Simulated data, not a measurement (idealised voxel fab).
process module | voxel tone inversion
cross-section cut | 265 nm wide | cells 5 nm
A cross-section is a grid of square cells, given in bands from the top down. A band is one or more rows of cells.
Each band's line starts with the height of the band's top and of its bottom, in nm. Then come its materials from left to right, each with its width in nm. One material with "throughout" fills the band from edge to edge. "air" is empty space.
Height 0 is the level under which the wafer as received is all one material. The lowest band goes on downwards, as in "0 down".
A width such as "30 to 40" changes by the same amount from each row of cells to the next, from the band's top row to its bottom row.
"no change" after a step means that no cell of the cross-section changed.
closed voids: empty space of 8 cells or more with no open way to the top, each as width x height at its distance from the left edge, in nm
after a step's settings: what the simulator itself notes on the step
overlay nm, on a step with a mask: how far to the right of its planned place the mask lay; to the left if negative
plan
1 op RECEIVE | material Si
2 op CONFORMAL_DEP | material SiCN | thk nm 10
3 op DIRECTIONAL_DEP | material polySi | thk nm 25
4 op PATTERN | tone cover | mask id POSTS | material resist | width nm 25 | pitch nm 40 | thk nm 35 | overlay nm 0
5 op DIRECTIONAL_ETCH | etch materials polySi | depth nm 25
6 op STRIP | etch materials resist
7 op FILL_DEP | material SiO2 | thk nm 10
8 op CMP | height nm 35
9 op STRIP | etch materials polySi
as received, after step 1
  0 down: Si throughout
  closed voids: none
first wafer at the end, as planned
  35 to 10: SiO2 80 | air 25 | SiO2 15 | air 25 | SiO2 15 | air 25 | SiO2 80
  10 to 0: SiCN throughout
  0 down: Si throughout
  closed voids: none
second wafer at the end: like start, like plan, one mistake
  35 to 25: SiCN throughout
  25 to 0: polySi throughout
  0 down: Si throughout
  closed voids: none
what went wrong: steps 2 and 3 were swapped
at the end the second wafer has, in cells: 190 fewer of SiO2 | 265 more of polySi
